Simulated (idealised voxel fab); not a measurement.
voxel self aligned contacts: a process module
Shown is cross-section cut, with a width of 285 nm and square cells of size 5 nm.
Cross-section, as written here: a square-cell grid given band by band from the top down, where a band holds one or more rows of cells. Heads up on the band format: heights come first, top then bottom, in nm. After that it's the materials left to right, each with its width in nm. A single material flagged "edge to edge" fills the whole band edge to edge, and "air" means there's empty space there. Basically, 0 is our baseline, since under it the wafer straight out of the box is all one material. The bottom band has no lower end and keeps on going down, so it looks like "z 0 and below". Width "30..40": first value at the band's top row of cells, second value at its bottom row, equal change from row to row. "nothing altered" -> step changed no cross-section cell. Basically, "Voids, enclosed" tells you about the enclosed voids: empty spaces with no open way to the top, 8 cells or bigger, each written width x height at distance, where distance is from the left edge, all in nm. Heads up: the bit after the settings on a step's line is the simulator's remark on that step. Among the settings permitted on a step's line is "overlay nm"; applied to a step with a mask, it specifies the extent to which the mask lay to the right of its planned position, whereas a negative figure signifies a position to the left.
**Steps in the process plan**
1: RECEIVE [material Si]
2: OXIDIZE [depth nm 5]
3: DIRECTIONAL_DEP [material polySi] [thk nm 30]
4: DIRECTIONAL_DEP [material SiN] [thk nm 20]
5: MASKED_ETCH [tone cover] [mask id GATE] [width nm 25] [pitch nm 60] [etch materials SiN] [depth nm 20] [overlay nm 0]
6: MASKED_ETCH [tone cover] [mask id GATE] [width nm 25] [pitch nm 60] [etch materials polySi] [depth nm 30] [overlay nm 0]
7: CONFORMAL_DEP [material SiN] [thk nm 5]
8: DIRECTIONAL_ETCH [etch materials SiN] [depth nm 5]
9: FILL_DEP [material SiO2] [thk nm 15]
10: CMP [height nm 60]
11: DIRECTIONAL_DEP [material aC] [thk nm 10]
12: PATTERN [tone open] [mask id CONTACT] [material resist] [width nm 45] [thk nm 30] [overlay nm 0]
13: DIRECTIONAL_ETCH [etch materials aC] [depth nm 10]
14: STRIP [etch materials resist]
15: DIRECTIONAL_ETCH [etch materials SiO2] [depth nm 65]
16: STRIP [etch materials aC]
17: CONFORMAL_DEP [material TiN] [thk nm 5]
18: FILL_DEP [material W] [thk nm 10]
19: CMP [height nm 60]
20: CONFORMAL_DEP [material SiCN] [thk nm 5]
**As-received state of the wafer in cross-section, equivalent to post-step 1**
- z 0 and below | Si edge to edge
- Voids, enclosed: none
**Starting wafer: above. Plan: above. Run: one mistake. Cross-section after the module: below**
- z 65 to 60 | SiCN edge to edge
- z 60 to 55 | SiO2 120 nm / TiN 5 nm / W 35 nm / TiN 5 nm / SiO2 120 nm
- z 55 to 50 | SiO2 120 nm / TiN 45 nm / SiO2 120 nm
- z 50 to 30 | SiCN edge to edge
- z 30 to 0 | polySi edge to edge
- z 0 to -5 | SiO2 edge to edge
- z -5 and below | Si edge to edge
- Voids, enclosed: none
In executing the process, a mistake was made relative to the plan: step 4 went in with a setting other than planned; the actual run was DIRECTIONAL_DEP [material SiCN] [thk nm 20]
